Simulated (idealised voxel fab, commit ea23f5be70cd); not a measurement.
Herein follows the process module entitled voxel trench capacitor.
Cross-sectional view cut (width: 270 nm; square cell size: 5 nm).
How to read a cross-section here: the picture is a grid of square cells, written as bands going from the top down, and any band can span one or more rows of cells.
It is stipulated that each band's entry specify, in nanometres, the height of the top of the band and then that of its bottom, followed by the materials of the band in left-to-right sequence, each together with its width in nanometres. A single material marked by the word "all across" is understood to fill the band from edge to edge; the word "empty" is understood to denote empty space.
All heights in this document are referenced to 0, defined as the level beneath which the wafer, as received, consists entirely of one material. The lowest band is not bounded below; it extends indefinitely downward and is written in the form "0 and below".
Width: "30..40" (first number = top row, second number = bottom row, same change from row to row of cells).
When a step is marked "no modifications", none of the cells in the cross-section changed during that step.
"Closed void listing" - sealed voids, min. 8 cells, no opening to top; format: width x height at distance (distance from left edge; nm throughout).
Text after the settings on a step's line: the simulator's own remark on that step.
overlay nm: on a step with a mask, how far right of its planned place the mask lay; negative means left.
[Planned step list for the process]
1) RECEIVE | material Si
2) CONFORMAL_DEP | material SiN | thk nm 5
3) DIRECTIONAL_DEP | material aC | thk nm 15
4) PATTERN | tone open | mask id TRENCH | material resist | width nm 25 | pitch nm 45 | thk nm 35 | overlay nm -15
5) DIRECTIONAL_ETCH | etch materials aC | depth nm 15
6) STRIP | etch materials resist
7) DIRECTIONAL_ETCH | etch materials SiN | depth nm 5
8) DIRECTIONAL_ETCH | etch materials Si | depth nm 25
9) STRIP | etch materials aC
10) CONFORMAL_DEP | material Al2O3 | thk nm 5
11) FILL_DEP | material polySi | thk nm 5
12) CMP | height nm 5
Across this set of wafers, the varied parameter is the overlay nm of step 4. Starting conditions are identical for every wafer, and the plan reports the value assigned to the first wafer.
[Cut through the first of several wafers as received, post step 1]
  0 and below  Si all across
  Closed void listing: none
[each wafer at the end: cells of each material gained (+) or lost (-) since it was received, then its closed voids]
overlay nm -15, +30 Al2O3, -50 Si, +44 SiN, +30 polySi, Closed void listing: none
overlay nm -10, +30 Al2O3, -50 Si, +44 SiN, +30 polySi, Closed void listing: none
overlay nm -5, +30 Al2O3, -50 Si, +44 SiN, +30 polySi, Closed void listing: none
overlay nm 0, +30 Al2O3, -50 Si, +44 SiN, +30 polySi, Closed void listing: none
overlay nm 5, +30 Al2O3, -50 Si, +44 SiN, +30 polySi, Closed void listing: none
overlay nm 10, +30 Al2O3, -50 Si, +44 SiN, +30 polySi, Closed void listing: none
overlay nm 15, +30 Al2O3, -50 Si, +44 SiN, +30 polySi, Closed void listing: none
